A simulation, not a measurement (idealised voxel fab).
Name of the process module below: voxel tone inversion
Section cut is 220 nm wide and gridded with 5 nm square cells.
Cross-sections here: square-cell grids, written as top-down lists of bands, a band being one or more rows of cells. Basically the band line says how high the top is and how high the bottom is, in nm, and then what's in it from left to right, every material with its width in nm. Empty space shows up as "blank", and if a single material carries "edge to edge" it runs the full band edge to edge. Heights from 0 (as-received wafer is one material below). Bottom band endless downward, as "z 0 and below". The width entry "30..40" should be interpreted row by row: the top row of cells in the band takes the first number, the bottom row takes the second number, and the change between adjacent rows is uniform throughout. Given "nothing got changed" for a step, no cell of the cross-section differs between before and after that step. Each empty space that has no open way to the top and spans at least 8 cells appears under "Sealed internal voids" as width x height at distance, the distance counted from the left edge, all in nm. It should be noted that, on the line of a given step, the content following the step's settings is a remark produced by the simulator itself with respect to that step. For masked steps, "overlay nm" on the step line gives how far right of plan the mask actually lay; a minus sign means it lay to the left.
List of planned process steps
1,RECEIVE: material Si
2,CONFORMAL_DEP: material SiCN, thk nm 10
3,DIRECTIONAL_DEP: material polySi, thk nm 15
4,PATTERN: tone cover, mask id POSTS, material resist, width nm 20, pitch nm 50, thk nm 20, overlay nm 0
5,DIRECTIONAL_ETCH: etch materials polySi, depth nm 15
6,STRIP: etch materials resist
7,FILL_DEP: material SiO2, thk nm 10
8,CMP: height nm 25
9,STRIP: etch materials polySi
10,CONFORMAL_DEP: material TiN, thk nm 5
11,FILL_DEP: material Ru, thk nm 5
12,CMP: height nm 25
13,CONFORMAL_DEP: material SiN, thk nm 5
This is the cross-section of the wafer as we received it, i.e. after step 1
	z 0 and below | Si edge to edge
	Sealed internal voids: none
Wafer cross-section at end of module: start and plan as shown above, one execution error
	z 30 to 25 | SiN edge to edge
	z 25 to 15 | Ru 45 nm; TiN 5 nm; SiO2 20 nm; TiN 5 nm; Ru 20 nm; TiN 5 nm; SiO2 20 nm; TiN 5 nm; Ru 20 nm; TiN 5 nm; SiO2 20 nm; TiN 5 nm; Ru 45 nm
	z 15 to 10 | TiN 50 nm; SiO2 20 nm; TiN 30 nm; SiO2 20 nm; TiN 30 nm; SiO2 20 nm; TiN 50 nm
	z 10 to 0 | SiCN edge to edge
	z 0 and below | Si edge to edge
	Sealed internal voids: none
What was done differently from what was planned? note that step 4 departed from the planned setting and was carried out as PATTERN: tone open, mask id POSTS, material resist, width nm 20, pitch nm 50, thk nm 20, overlay nm 0
